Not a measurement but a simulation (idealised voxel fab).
Process module, titled voxel transistor to metal
cross-section cut | 165 nm wide | cells 5 nm
Format of a cross-section: grid, square cells. Given as bands. Order: top down. Band: one or more rows of cells. Band entry format. Leading values: height of top, height of bottom, nm. Remainder: materials in left-to-right order, each with its width in nm. Special words: "all across" on a single material, which then fills the band edge to edge; "blank", empty space. We count height from 0. Below that, the starting wafer is all one material. The lowest band never ends at the bottom but goes on down; see "top 0, no bottom" for how that is written. Width: "30..40" (first number = top row, second number = bottom row, same change from row to row of cells). Take "all unchanged" at face value: in the step it is given for, the cross-section changed in none of its cells. The label "Closed void list" introduces a list of the empty spaces, 8 cells or larger, that have no open way up to the top; each entry in it reads width x height at distance, where the distance is taken from the left edge and all three are stated in nm. On a step's line, text after the settings is the simulator commenting on that step. Each step line may optionally specify "overlay nm", which for a step with a mask gives the rightward distance between the mask's planned place and where it lay, a negative value indicating the leftward direction. Quick note on how to read the rest: it's all pairs. You get the cross-section before a process step and the one after, but the after one only goes down as far as the lowest band that changed. The step in between, with its settings, sits under the pair. Heads up, the pairs can come from different runs of this module on the same starting wafer, so don't assume a pair picks up from the one above unless its "Pre-step profile" entry says it does.

-- Pre-step profile
- top 0, no bottom = Si all across
- Closed void list: none

-- Result of Step
- top 5, bottom 0 = SiO2 all across
- At heights below 0, the structure remains unaltered.
- Closed void list: none
Which process step falls between the two cross-sections above? CONFORMAL_DEP [material SiO2] [thk nm 5]

Pre-step profile: this step begins from the cross-section that the pair just above shows after its step.

-- Result of Step
- top 15, bottom 5 = SiN all across
- At heights below 5, the structure remains unaltered.
- Closed void list: none
Which process step falls between the two cross-sections above? CONFORMAL_DEP [material SiN] [thk nm 10]

Pre-step profile: this step begins from the cross-section that the pair just above shows after its step.

-- Result of Step
- top 30, bottom 15 = aC all across
- At heights below 15, the structure remains unaltered.
- Closed void list: none
Which process step falls between the two cross-sections above? DIRECTIONAL_DEP [material aC] [thk nm 15]

Pre-step profile: this step begins from the cross-section that the pair just above shows after its step.

-- Result of Step
- top 60, bottom 30 = blank (35) / resist (95) / blank (35)
- At heights below 30, the structure remains unaltered.
- Closed void list: none
Which process step falls between the two cross-sections above? PATTERN [tone cover] [mask id ACTIVE] [material resist] [width nm 95] [thk nm 30] [overlay nm 0]

Pre-step profile: this step begins from the cross-section that the pair just above shows after its step.

-- Result of Step
- top 45, bottom 30 = blank (35) / resist (95) / blank (35)
- top 30, bottom 15 = blank (35) / aC (95) / blank (35)
- At heights below 15, the structure remains unaltered.
- Closed void list: none
Which process step falls between the two cross-sections above? DIRECTIONAL_ETCH [etch materials aC] [depth nm 15]

Pre-step profile: this step begins from the cross-section that the pair just above shows after its step.

-- Result of Step
- top 30, bottom 15 = blank (35) / aC (95) / blank (35)
- At heights below 15, the structure remains unaltered.
- Closed void list: none
Which process step falls between the two cross-sections above? STRIP [etch materials resist]

Pre-step profile: this step begins from the cross-section that the pair just above shows after its step.

-- Result of Step
- top 30, bottom 15 = blank (35) / aC (95) / blank (35)
- top 15, bottom 5 = blank (35) / SiN (95) / blank (35)
- At heights below 5, the structure remains unaltered.
- Closed void list: none
Which process step falls between the two cross-sections above? DIRECTIONAL_ETCH [etch materials SiN] [depth nm 10]

Pre-step profile: this step begins from the cross-section that the pair just above shows after its step.

-- Result of Step
- top 30, bottom 15 = blank (35) / aC (95) / blank (35)
- top 15, bottom 5 = blank (35) / SiN (95) / blank (35)
- top 5, bottom 0 = blank (35) / SiO2 (95) / blank (35)
- At heights below 0, the structure remains unaltered.
- Closed void list: none
Which process step falls between the two cross-sections above? DIRECTIONAL_ETCH [etch materials SiO2] [depth nm 5]

Pre-step profile: this step begins from the cross-section that the pair just above shows after its step.

-- Result of Step
- top 30, bottom 15 = blank (35) / aC (95) / blank (35)
- top 15, bottom 5 = blank (35) / SiN (95) / blank (35)
- top 5, bottom 0 = blank (35) / SiO2 (95) / blank (35)
- top 0, bottom -20 = blank (35) / Si (95) / blank (35)
- At heights below -20, the structure remains unaltered.
- Closed void list: none
Which process step falls between the two cross-sections above? DIRECTIONAL_ETCH [etch materials Si] [depth nm 20]

Pre-step profile: this step begins from the cross-section that the pair just above shows after its step.

-- Result of Step
- top 15, bottom 5 = blank (35) / SiN (95) / blank (35)
- At heights below 5, the structure remains unaltered.
- Closed void list: none
Which process step falls between the two cross-sections above? STRIP [etch materials aC]

Pre-step profile: this step begins from the cross-section that the pair just above shows after its step.

-- Result of Step
- top 15, bottom 5 = blank (35) / SiN (95) / blank (35)
- top 5, bottom 0 = blank (35) / SiO2 (95) / blank (35)
- top 0, bottom -20 = blank (35) / SiO2 (5) / Si (85) / SiO2 (5) / blank (35)
- top -20, bottom -25 = SiO2 (40) / Si (85) / SiO2 (40)
- At heights below -25, the structure remains unaltered.
- Closed void list: none
Which process step falls between the two cross-sections above? OXIDIZE [depth nm 5]

Pre-step profile: this step begins from the cross-section that the pair just above shows after its step.

-- Result of Step
- top 30, bottom 15 = SiO2 all across
- top 15, bottom 5 = SiO2 (35) / SiN (95) / SiO2 (35)
- top 5, bottom 0 = SiO2 all across
- top 0, bottom -25 = SiO2 (40) / Si (85) / SiO2 (40)
- At heights below -25, the structure remains unaltered.
- Closed void list: none
Which process step falls between the two cross-sections above? FILL_DEP [material SiO2] [thk nm 15]

Pre-step profile: this step begins from the cross-section that the pair just above shows after its step.

-- Result of Step
- top 15, bottom 5 = SiO2 (35) / SiN (95) / SiO2 (35)
- At heights below 5, the structure remains unaltered.
- Closed void list: none
Which process step falls between the two cross-sections above? CMP [height nm 15]

Pre-step profile: this step begins from the cross-section that the pair just above shows after its step.

-- Result of Step
- top 15, bottom 10 = blank (35) / SiN (95) / blank (35)
- At heights below 10, the structure remains unaltered.
- Closed void list: none
Which process step falls between the two cross-sections above? SELECTIVE_ETCH [etch materials SiO2] [depth nm 5]

Pre-step profile: this step begins from the cross-section that the pair just above shows after its step.

-- Result of Step
- top 10, bottom 5 = SiO2 (35) / blank (95) / SiO2 (35)
- At heights below 5, the structure remains unaltered.
- Closed void list: none
Which process step falls between the two cross-sections above? STRIP [etch materials SiN]

Pre-step profile: this step begins from the cross-section that the pair just above shows after its step.

-- Result of Step
- top 5, bottom 0 = SiO2 (30) / blank (105) / SiO2 (30)
- At heights below 0, the structure remains unaltered.
- Closed void list: none
Which process step falls between the two cross-sections above? SELECTIVE_ETCH [etch materials SiO2] [depth nm 5]

Pre-step profile: this step begins from the cross-section that the pair just above shows after its step.

-- Result of Step
- top 5, bottom 0 = SiO2 (30) / blank (105) / SiO2 (30)
- top 0, bottom -5 = SiO2 all across
- At heights below -5, the structure remains unaltered.
- Closed void list: none
Which process step falls between the two cross-sections above? OXIDIZE [depth nm 5]

Pre-step profile: this step begins from the cross-section that the pair just above shows after its step.

-- Result of Step
- top 25, bottom 20 = polySi (30) / blank (105) / polySi (30)
- top 20, bottom 5 = polySi all across
- top 5, bottom 0 = SiO2 (30) / polySi (105) / SiO2 (30)
- At heights below 0, the structure remains unaltered.
- Closed void list: none
Which process step falls between the two cross-sections above? DIRECTIONAL_DEP [material polySi] [thk nm 20]

Pre-step profile: this step begins from the cross-section that the pair just above shows after its step.

-- Result of Step
- top 40, bottom 35 = SiCN (30) / blank (105) / SiCN (30)
- top 35, bottom 25 = SiCN all across
- top 25, bottom 20 = polySi (30) / SiCN (105) / polySi (30)
- At heights below 20, the structure remains unaltered.
- Closed void list: none
Which process step falls between the two cross-sections above? DIRECTIONAL_DEP [material SiCN] [thk nm 15]

Pre-step profile: this step begins from the cross-section that the pair just above shows after its step.

-- Result of Step
- top 60, bottom 40 = blank (75) / resist (15) / blank (75)
- top 40, bottom 35 = SiCN (30) / blank (45) / resist (15) / blank (45) / SiCN (30)
- At heights below 35, the structure remains unaltered.
- Closed void list: none
Which process step falls between the two cross-sections above? PATTERN [tone cover] [mask id GATE] [material resist] [width nm 15] [thk nm 20] [overlay nm 0]

Pre-step profile: this step begins from the cross-section that the pair just above shows after its step.

-- Result of Step
- top 60, bottom 35 = blank (75) / resist (15) / blank (75)
- top 35, bottom 25 = blank (75) / SiCN (15) / blank (75)
- top 25, bottom 20 = polySi (30) / blank (45) / SiCN (15) / blank (45) / polySi (30)
- At heights below 20, the structure remains unaltered.
- Closed void list: none
Which process step falls between the two cross-sections above? DIRECTIONAL_ETCH [etch materials SiCN] [depth nm 25]

Pre-step profile: this step begins from the cross-section that the pair just above shows after its step.

-- Result of Step
- top 60, bottom 35 = blank (75) / resist (15) / blank (75)
- top 35, bottom 20 = blank (75) / SiCN (15) / blank (75)
- top 20, bottom 5 = blank (75) / polySi (15) / blank (75)
- top 5, bottom 0 = SiO2 (30) / blank (45) / polySi (15) / blank (45) / SiO2 (30)
- At heights below 0, the structure remains unaltered.
- Closed void list: none
Which process step falls between the two cross-sections above? DIRECTIONAL_ETCH [etch materials polySi] [depth nm 30]

Pre-step profile: this step begins from the cross-section that the pair just above shows after its step.

-- Result of Step
- top 35, bottom 20 = blank (75) / SiCN (15) / blank (75)
- At heights below 20, the structure remains unaltered.
- Closed void list: none
Which process step falls between the two cross-sections above? STRIP [etch materials resist]

Pre-step profile: this step begins from the cross-section that the pair just above shows after its step.

-- Result of Step
- top 40, bottom 35 = blank (70) / SiN (25) / blank (70)
- top 35, bottom 20 = blank (70) / SiN (5) / SiCN (15) / SiN (5) / blank (70)
- top 20, bottom 10 = blank (70) / SiN (5) / polySi (15) / SiN (5) / blank (70)
- top 10, bottom 5 = SiN (35) / blank (35) / SiN (5) / polySi (15) / SiN (5) / blank (35) / SiN (35)
- top 5, bottom 0 = SiO2 (30) / SiN (45) / polySi (15) / SiN (45) / SiO2 (30)
- At heights below 0, the structure remains unaltered.
- Closed void list: none
Which process step falls between the two cross-sections above? CONFORMAL_DEP [material SiN] [thk nm 5]

Pre-step profile: this step begins from the cross-section that the pair just above shows after its step.

-- Result of Step
- top 35, bottom 20 = blank (70) / SiN (5) / SiCN (15) / SiN (5) / blank (70)
- top 20, bottom 5 = blank (70) / SiN (5) / polySi (15) / SiN (5) / blank (70)
- top 5, bottom 0 = SiO2 (30) / SiN (5) / blank (35) / SiN (5) / polySi (15) / SiN (5) / blank (35) / SiN (5) / SiO2 (30)
- At heights below 0, the structure remains unaltered.
- Closed void list: none
Which process step falls between the two cross-sections above? DIRECTIONAL_ETCH [etch materials SiN] [depth nm 5]

Pre-step profile: this step begins from the cross-section that the pair just above shows after its step.

-- Result of Step
- top 35, bottom 20 = blank (70) / SiN (5) / SiCN (15) / SiN (5) / blank (70)
- top 20, bottom 5 = blank (70) / SiN (5) / polySi (15) / SiN (5) / blank (70)
- top 5, bottom 0 = blank (30) / SiN (5) / blank (35) / SiN (5) / polySi (15) / SiN (5) / blank (35) / SiN (5) / blank (30)
- top 0, bottom -5 = SiO2 (35) / blank (35) / SiO2 (25) / blank (35) / SiO2 (35)
- At heights below -5, the structure remains unaltered.
- Closed void list: none
Which process step falls between the two cross-sections above? DIRECTIONAL_ETCH [etch materials SiO2] [depth nm 5]

Pre-step profile: this step begins from the cross-section that the pair just above shows after its step.

-- Result of Step
- top 35, bottom 20 = blank (70) / SiN (5) / SiCN (15) / SiN (5) / blank (70)
- top 20, bottom 5 = blank (70) / SiN (5) / polySi (15) / SiN (5) / blank (70)
- top 5, bottom 0 = blank (30) / SiN (5) / blank (35) / SiN (5) / polySi (15) / SiN (5) / blank (35) / SiN (5) / blank (30)
- top 0, bottom -5 = SiO2 (35) / SiGe (35) / SiO2 (25) / SiGe (35) / SiO2 (35)
- At heights below -5, the structure remains unaltered.
- Closed void list: none
Which process step falls between the two cross-sections above? EPI [material SiGe] [thk nm 5]

Pre-step profile: this step begins from the cross-section that the pair just above shows after its step.

-- Result of Step
- top 45, bottom 35 = SiO2 all across
- top 35, bottom 20 = SiO2 (70) / SiN (5) / SiCN (15) / SiN (5) / SiO2 (70)
- top 20, bottom 5 = SiO2 (70) / SiN (5) / polySi (15) / SiN (5) / SiO2 (70)
- top 5, bottom 0 = SiO2 (30) / SiN (5) / SiO2 (35) / SiN (5) / polySi (15) / SiN (5) / SiO2 (35) / SiN (5) / SiO2 (30)
- At heights below 0, the structure remains unaltered.
- Closed void list: none
Which process step falls between the two cross-sections above? FILL_DEP [material SiO2] [thk nm 10]

Pre-step profile: this step begins from the cross-section that the pair just above shows after its step.

-- Result of Step
- top 35, bottom 20 = SiO2 (70) / SiN (5) / SiCN (15) / SiN (5) / SiO2 (70)
- At heights below 20, the structure remains unaltered.
- Closed void list: none
Which process step falls between the two cross-sections above? CMP [height nm 35]

Pre-step profile: this step begins from the cross-section that the pair just above shows after its step.

-- Result of Step
- top 45, bottom 35 = SiO2 all across
- At heights below 35, the structure remains unaltered.
- Closed void list: none
Which process step falls between the two cross-sections above? DIRECTIONAL_DEP [material SiO2] [thk nm 10]

Pre-step profile: this step begins from the cross-section that the pair just above shows after its step.

-- Result of Step
- top 60, bottom 45 = resist (40) / blank (20) / resist (45) / blank (20) / resist (40)
- At heights below 45, the structure remains unaltered.
- Closed void list: none
Which process step falls between the two cross-sections above? PATTERN [tone open] [mask id CONTACT] [material resist] [width nm 20] [pitch nm 65] [thk nm 15] [overlay nm 0]

Pre-step profile: this step begins from the cross-section that the pair just above shows after its step.

-- Result of Step
- top 60, bottom 45 = resist (40) / blank (20) / resist (45) / blank (20) / resist (40)
- top 45, bottom 35 = SiO2 (40) / blank (20) / SiO2 (45) / blank (20) / SiO2 (40)
- top 35, bottom 20 = SiO2 (40) / blank (20) / SiO2 (10) / SiN (5) / SiCN (15) / SiN (5) / SiO2 (10) / blank (20) / SiO2 (40)
- top 20, bottom 5 = SiO2 (40) / blank (20) / SiO2 (10) / SiN (5) / polySi (15) / SiN (5) / SiO2 (10) / blank (20) / SiO2 (40)
- top 5, bottom 0 = SiO2 (30) / SiN (5) / SiO2 (5) / blank (20) / SiO2 (10) / SiN (5) / polySi (15) / SiN (5) / SiO2 (10) / blank (20) / SiO2 (5) / SiN (5) / SiO2 (30)
- At heights below 0, the structure remains unaltered.
- Closed void list: none
Which process step falls between the two cross-sections above? DIRECTIONAL_ETCH [etch materials SiO2] [depth nm 45]

Pre-step profile: this step begins from the cross-section that the pair just above shows after its step.

-- Result of Step
- top 45, bottom 35 = SiO2 (40) / blank (20) / SiO2 (45) / blank (20) / SiO2 (40)
- At heights below 35, the structure remains unaltered.
- Closed void list: none
Which process step falls between the two cross-sections above? STRIP [etch materials resist]

Pre-step profile: this step begins from the cross-section that the pair just above shows after its step.

-- Result of Step
- top 50, bottom 45 = TiN (45) / blank (10) / TiN (55) / blank (10) / TiN (45)
- top 45, bottom 35 = SiO2 (40) / TiN (5) / blank (10) / TiN (5) / SiO2 (45) / TiN (5) / blank (10) / TiN (5) / SiO2 (40)
- top 35, bottom 20 = SiO2 (40) / TiN (5) / blank (10) / TiN (5) / SiO2 (10) / SiN (5) / SiCN (15) / SiN (5) / SiO2 (10) / TiN (5) / blank (10) / TiN (5) / SiO2 (40)
- top 20, bottom 5 = SiO2 (40) / TiN (5) / blank (10) / TiN (5) / SiO2 (10) / SiN (5) / polySi (15) / SiN (5) / SiO2 (10) / TiN (5) / blank (10) / TiN (5) / SiO2 (40)
- top 5, bottom 0 = SiO2 (30) / SiN (5) / SiO2 (5) / TiN (20) / SiO2 (10) / SiN (5) / polySi (15) / SiN (5) / SiO2 (10) / TiN (20) / SiO2 (5) / SiN (5) / SiO2 (30)
- At heights below 0, the structure remains unaltered.
- Closed void list: none
Which process step falls between the two cross-sections above? CONFORMAL_DEP [material TiN] [thk nm 5]

Pre-step profile: this step begins from the cross-section that the pair just above shows after its step.

-- Result of Step
- top 55, bottom 50 = Ru all across
- top 50, bottom 45 = TiN (45) / Ru (10) / TiN (55) / Ru (10) / TiN (45)
- top 45, bottom 35 = SiO2 (40) / TiN (5) / Ru (10) / TiN (5) / SiO2 (45) / TiN (5) / Ru (10) / TiN (5) / SiO2 (40)
- top 35, bottom 20 = SiO2 (40) / TiN (5) / Ru (10) / TiN (5) / SiO2 (10) / SiN (5) / SiCN (15) / SiN (5) / SiO2 (10) / TiN (5) / Ru (10) / TiN (5) / SiO2 (40)
- top 20, bottom 5 = SiO2 (40) / TiN (5) / Ru (10) / TiN (5) / SiO2 (10) / SiN (5) / polySi (15) / SiN (5) / SiO2 (10) / TiN (5) / Ru (10) / TiN (5) / SiO2 (40)
- At heights below 5, the structure remains unaltered.
- Closed void list: none
Which process step falls between the two cross-sections above? FILL_DEP [material Ru] [thk nm 5]

Pre-step profile: this step begins from the cross-section that the pair just above shows after its step.

-- Result of Step
- top 45, bottom 35 = SiO2 (40) / TiN (5) / Ru (10) / TiN (5) / SiO2 (45) / TiN (5) / Ru (10) / TiN (5) / SiO2 (40)
- At heights below 35, the structure remains unaltered.
- Closed void list: none
Which process step falls between the two cross-sections above? CMP [height nm 45]

Pre-step profile: this step begins from the cross-section that the pair just above shows after its step.

-- Result of Step
- top 50, bottom 45 = TiN all across
- At heights below 45, the structure remains unaltered.
- Closed void list: none
Which process step falls between the two cross-sections above? DIRECTIONAL_DEP [material TiN] [thk nm 5]

Pre-step profile: this step begins from the cross-section that the pair just above shows after its step.

-- Result of Step
- top 70, bottom 50 = Ru all across
- At heights below 50, the structure remains unaltered.
- Closed void list: none
Which process step falls between the two cross-sections above? DIRECTIONAL_DEP [material Ru] [thk nm 20]

Pre-step profile: this step begins from the cross-section that the pair just above shows after its step.

-- Result of Step
- top 70, bottom 50 = blank (40) / Ru (20) / blank (45) / Ru (20) / blank (40)
- At heights below 50, the structure remains unaltered.
- Closed void list: none
Which process step falls between the two cross-sections above? MASKED_ETCH [tone cover] [mask id METAL_1] [width nm 20] [pitch nm 65] [etch materials Ru] [depth nm 20] [overlay nm 0]

Pre-step profile: this step begins from the cross-section that the pair just above shows after its step.

-- Result of Step
- top 70, bottom 50 = blank (40) / Ru (20) / blank (45) / Ru (20) / blank (40)
- top 50, bottom 45 = blank (40) / TiN (20) / blank (45) / TiN (20) / blank (40)
- At heights below 45, the structure remains unaltered.
- Closed void list: none
Which process step falls between the two cross-sections above? MASKED_ETCH [tone cover] [mask id METAL_1] [width nm 20] [pitch nm 65] [etch materials TiN] [depth nm 5] [overlay nm 0]

Pre-step profile: this step begins from the cross-section that the pair just above shows after its step.

-- Result of Step
- top 80, bottom 70 = SiO2 all across
- top 70, bottom 50 = SiO2 (40) / Ru (20) / SiO2 (45) / Ru (20) / SiO2 (40)
- top 50, bottom 45 = SiO2 (40) / TiN (20) / SiO2 (45) / TiN (20) / SiO2 (40)
- At heights below 45, the structure remains unaltered.
- Closed void list: none
Which process step falls between the two cross-sections above? FILL_DEP [material SiO2] [thk nm 10]

Pre-step profile: this step begins from the cross-section that the pair just above shows after its step.

-- Result of Step
- top 70, bottom 50 = SiO2 (40) / Ru (20) / SiO2 (45) / Ru (20) / SiO2 (40)
- At heights below 50, the structure remains unaltered.
- Closed void list: none
Which process step falls between the two cross-sections above? CMP [height nm 70]

Pre-step profile: this step begins from the cross-section that the pair just above shows after its step.

-- Result of Step
- top 75, bottom 70 = SiN all across
- At heights below 70, the structure remains unaltered.
- Closed void list: none
Which process step falls between the two cross-sections above? CONFORMAL_DEP [material SiN] [thk nm 5]

-- Pre-step profile
- top 30, bottom 15 = SiO2 all across
- top 15, bottom 5 = SiO2 (35) / SiN (95) / SiO2 (35)
- top 5, bottom 0 = SiO2 all across
- top 0, bottom -25 = SiO2 (40) / Si (85) / SiO2 (40)
- top -25, no bottom = Si all across
- Closed void list: none

-- Result of Step
- top 25, bottom 15 = SiO2 all across
- At heights below 15, the structure remains unaltered.
- Closed void list: none
Which process step falls between the two cross-sections above? SELECTIVE_ETCH [etch materials SiO2] [depth nm 5]

Pre-step profile: this step begins from the cross-section that the pair just above shows after its step.

-- Result of Step
- top 20, bottom 15 = SiO2 all across
- At heights below 15, the structure remains unaltered.
- Closed void list: none
Which process step falls between the two cross-sections above? SELECTIVE_ETCH [etch materials SiO2] [depth nm 5]

Pre-step profile: this step begins from the cross-section that the pair just above shows after its step.

-- Result of Step
- top 40, bottom 20 = polySi all across
- At heights below 20, the structure remains unaltered.
- Closed void list: none
Which process step falls between the two cross-sections above? DIRECTIONAL_DEP [material polySi] [thk nm 20]

Pre-step profile: this step begins from the cross-section that the pair just above shows after its step.

-- Result of Step
- top 55, bottom 40 = SiCN all across
- At heights below 40, the structure remains unaltered.
- Closed void list: none
Which process step falls between the two cross-sections above? DIRECTIONAL_DEP [material SiCN] [thk nm 15]

Pre-step profile: this step begins from the cross-section that the pair just above shows after its step.

-- Result of Step
- top 75, bottom 55 = blank (75) / resist (15) / blank (75)
- At heights below 55, the structure remains unaltered.
- Closed void list: none
Which process step falls between the two cross-sections above? PATTERN [tone cover] [mask id GATE] [material resist] [width nm 15] [thk nm 20] [overlay nm 0]

Pre-step profile: this step begins from the cross-section that the pair just above shows after its step.

-- Result of Step
- top 75, bottom 55 = blank (75) / resist (15) / blank (75)
- top 55, bottom 40 = blank (75) / SiCN (15) / blank (75)
- At heights below 40, the structure remains unaltered.
- Closed void list: none
Which process step falls between the two cross-sections above? DIRECTIONAL_ETCH [etch materials SiCN] [depth nm 25]

Pre-step profile: this step begins from the cross-section that the pair just above shows after its step.

-- Result of Step
- top 75, bottom 55 = blank (75) / resist (15) / blank (75)
- top 55, bottom 40 = blank (75) / SiCN (15) / blank (75)
- top 40, bottom 20 = blank (75) / polySi (15) / blank (75)
- At heights below 20, the structure remains unaltered.
- Closed void list: none
Which process step falls between the two cross-sections above? DIRECTIONAL_ETCH [etch materials polySi] [depth nm 30]

Pre-step profile: this step begins from the cross-section that the pair just above shows after its step.

-- Result of Step
- top 55, bottom 40 = blank (75) / SiCN (15) / blank (75)
- At heights below 40, the structure remains unaltered.
- Closed void list: none
Which process step falls between the two cross-sections above? STRIP [etch materials resist]

Pre-step profile: this step begins from the cross-section that the pair just above shows after its step.

-- Result of Step
- top 60, bottom 55 = blank (70) / SiN (25) / blank (70)
- top 55, bottom 40 = blank (70) / SiN (5) / SiCN (15) / SiN (5) / blank (70)
- top 40, bottom 25 = blank (70) / SiN (5) / polySi (15) / SiN (5) / blank (70)
- top 25, bottom 20 = SiN (75) / polySi (15) / SiN (75)
- At heights below 20, the structure remains unaltered.
- Closed void list: none
Which process step falls between the two cross-sections above? CONFORMAL_DEP [material SiN] [thk nm 5]

Pre-step profile: this step begins from the cross-section that the pair just above shows after its step.

-- Result of Step
- top 55, bottom 40 = blank (70) / SiN (5) / SiCN (15) / SiN (5) / blank (70)
- top 40, bottom 20 = blank (70) / SiN (5) / polySi (15) / SiN (5) / blank (70)
- At heights below 20, the structure remains unaltered.
- Closed void list: none
Which process step falls between the two cross-sections above? DIRECTIONAL_ETCH [etch materials SiN] [depth nm 5]

Pre-step profile: this step begins from the cross-section that the pair just above shows after its step.

-- Result of Step
- top 55, bottom 40 = blank (70) / SiN (5) / SiCN (15) / SiN (5) / blank (70)
- top 40, bottom 20 = blank (70) / SiN (5) / polySi (15) / SiN (5) / blank (70)
- top 20, bottom 15 = blank (70) / SiO2 (25) / blank (70)
- At heights below 15, the structure remains unaltered.
- Closed void list: none
Which process step falls between the two cross-sections above? DIRECTIONAL_ETCH [etch materials SiO2] [depth nm 5]

Pre-step profile: this step begins from the cross-section that the pair just above shows after its step.

-- Result of Step
- top 65, bottom 55 = SiO2 all across
- top 55, bottom 40 = SiO2 (70) / SiN (5) / SiCN (15) / SiN (5) / SiO2 (70)
- top 40, bottom 20 = SiO2 (70) / SiN (5) / polySi (15) / SiN (5) / SiO2 (70)
- top 20, bottom 15 = SiO2 all across
- At heights below 15, the structure remains unaltered.
- Closed void list: none
Which process step falls between the two cross-sections above? FILL_DEP [material SiO2] [thk nm 10]

Pre-step profile: this step begins from the cross-section that the pair just above shows after its step.

-- Result of Step
- top 35, bottom 20 = SiO2 (70) / SiN (5) / polySi (15) / SiN (5) / SiO2 (70)
- At heights below 20, the structure remains unaltered.
- Closed void list: none
Which process step falls between the two cross-sections above? CMP [height nm 35]

Pre-step profile: this step begins from the cross-section that the pair just above shows after its step.

-- Result of Step
- top 45, bottom 35 = SiO2 all across
- At heights below 35, the structure remains unaltered.
- Closed void list: none
Which process step falls between the two cross-sections above? DIRECTIONAL_DEP [material SiO2] [thk nm 10]

Pre-step profile: this step begins from the cross-section that the pair just above shows after its step.

-- Result of Step
- top 60, bottom 45 = resist (40) / blank (20) / resist (45) / blank (20) / resist (40)
- At heights below 45, the structure remains unaltered.
- Closed void list: none
Which process step falls between the two cross-sections above? PATTERN [tone open] [mask id CONTACT] [material resist] [width nm 20] [pitch nm 65] [thk nm 15] [overlay nm 0]

Pre-step profile: this step begins from the cross-section that the pair just above shows after its step.

-- Result of Step
- top 60, bottom 45 = resist (40) / blank (20) / resist (45) / blank (20) / resist (40)
- top 45, bottom 35 = SiO2 (40) / blank (20) / SiO2 (45) / blank (20) / SiO2 (40)
- top 35, bottom 20 = SiO2 (40) / blank (20) / SiO2 (10) / SiN (5) / polySi (15) / SiN (5) / SiO2 (10) / blank (20) / SiO2 (40)
- top 20, bottom 15 = SiO2 (40) / blank (20) / SiO2 (45) / blank (20) / SiO2 (40)
- At heights below 15, the structure remains unaltered.
- Closed void list: none
Which process step falls between the two cross-sections above? DIRECTIONAL_ETCH [etch materials SiO2] [depth nm 45]

Pre-step profile: this step begins from the cross-section that the pair just above shows after its step.

-- Result of Step
- top 45, bottom 35 = SiO2 (40) / blank (20) / SiO2 (45) / blank (20) / SiO2 (40)
- At heights below 35, the structure remains unaltered.
- Closed void list: none
Which process step falls between the two cross-sections above? STRIP [etch materials resist]

Pre-step profile: this step begins from the cross-section that the pair just above shows after its step.

-- Result of Step
- top 50, bottom 45 = TiN (45) / blank (10) / TiN (55) / blank (10) / TiN (45)
- top 45, bottom 35 = SiO2 (40) / TiN (5) / blank (10) / TiN (5) / SiO2 (45) / TiN (5) / blank (10) / TiN (5) / SiO2 (40)
- top 35, bottom 20 = SiO2 (40) / TiN (5) / blank (10) / TiN (5) / SiO2 (10) / SiN (5) / polySi (15) / SiN (5) / SiO2 (10) / TiN (5) / blank (10) / TiN (5) / SiO2 (40)
- top 20, bottom 15 = SiO2 (40) / TiN (20) / SiO2 (45) / TiN (20) / SiO2 (40)
- At heights below 15, the structure remains unaltered.
- Closed void list: none
Which process step falls between the two cross-sections above? CONFORMAL_DEP [material TiN] [thk nm 5]

Pre-step profile: this step begins from the cross-section that the pair just above shows after its step.

-- Result of Step
- top 55, bottom 50 = Ru all across
- top 50, bottom 45 = TiN (45) / Ru (10) / TiN (55) / Ru (10) / TiN (45)
- top 45, bottom 35 = SiO2 (40) / TiN (5) / Ru (10) / TiN (5) / SiO2 (45) / TiN (5) / Ru (10) / TiN (5) / SiO2 (40)
- top 35, bottom 20 = SiO2 (40) / TiN (5) / Ru (10) / TiN (5) / SiO2 (10) / SiN (5) / polySi (15) / SiN (5) / SiO2 (10) / TiN (5) / Ru (10) / TiN (5) / SiO2 (40)
- At heights below 20, the structure remains unaltered.
- Closed void list: none
Which process step falls between the two cross-sections above? FILL_DEP [material Ru] [thk nm 5]

Pre-step profile: this step begins from the cross-section that the pair just above shows after its step.

-- Result of Step
- top 45, bottom 35 = SiO2 (40) / TiN (5) / Ru (10) / TiN (5) / SiO2 (45) / TiN (5) / Ru (10) / TiN (5) / SiO2 (40)
- At heights below 35, the structure remains unaltered.
- Closed void list: none
Which process step falls between the two cross-sections above? CMP [height nm 45]

Pre-step profile: this step begins from the cross-section that the pair just above shows after its step.

-- Result of Step
- top 50, bottom 45 = TiN all across
- At heights below 45, the structure remains unaltered.
- Closed void list: none
Which process step falls between the two cross-sections above? DIRECTIONAL_DEP [material TiN] [thk nm 5]

Pre-step profile: this step begins from the cross-section that the pair just above shows after its step.

-- Result of Step
- top 70, bottom 50 = Ru all across
- At heights below 50, the structure remains unaltered.
- Closed void list: none
Which process step falls between the two cross-sections above? DIRECTIONAL_DEP [material Ru] [thk nm 20]

Pre-step profile: this step begins from the cross-section that the pair just above shows after its step.

-- Result of Step
- top 70, bottom 50 = blank (40) / Ru (20) / blank (45) / Ru (20) / blank (40)
- At heights below 50, the structure remains unaltered.
- Closed void list: none
Which process step falls between the two cross-sections above? MASKED_ETCH [tone cover] [mask id METAL_1] [width nm 20] [pitch nm 65] [etch materials Ru] [depth nm 20] [overlay nm 0]

Pre-step profile: this step begins from the cross-section that the pair just above shows after its step.

-- Result of Step
- top 70, bottom 50 = blank (40) / Ru (20) / blank (45) / Ru (20) / blank (40)
- top 50, bottom 45 = blank (40) / TiN (20) / blank (45) / TiN (20) / blank (40)
- At heights below 45, the structure remains unaltered.
- Closed void list: none
Which process step falls between the two cross-sections above? MASKED_ETCH [tone cover] [mask id METAL_1] [width nm 20] [pitch nm 65] [etch materials TiN] [depth nm 5] [overlay nm 0]

Pre-step profile: this step begins from the cross-section that the pair just above shows after its step.

-- Result of Step
- top 80, bottom 70 = SiO2 all across
- top 70, bottom 50 = SiO2 (40) / Ru (20) / SiO2 (45) / Ru (20) / SiO2 (40)
- top 50, bottom 45 = SiO2 (40) / TiN (20) / SiO2 (45) / TiN (20) / SiO2 (40)
- At heights below 45, the structure remains unaltered.
- Closed void list: none
Which process step falls between the two cross-sections above? FILL_DEP [material SiO2] [thk nm 10]

Pre-step profile: this step begins from the cross-section that the pair just above shows after its step.

-- Result of Step
- top 70, bottom 50 = SiO2 (40) / Ru (20) / SiO2 (45) / Ru (20) / SiO2 (40)
- At heights below 50, the structure remains unaltered.
- Closed void list: none
Which process step falls between the two cross-sections above? CMP [height nm 70]

Pre-step profile: this step begins from the cross-section that the pair just above shows after its step.

-- Result of Step
- top 75, bottom 70 = SiN all across
- At heights below 70, the structure remains unaltered.
- Closed void list: none
Which process step falls between the two cross-sections above? CONFORMAL_DEP [material SiN] [thk nm 5]
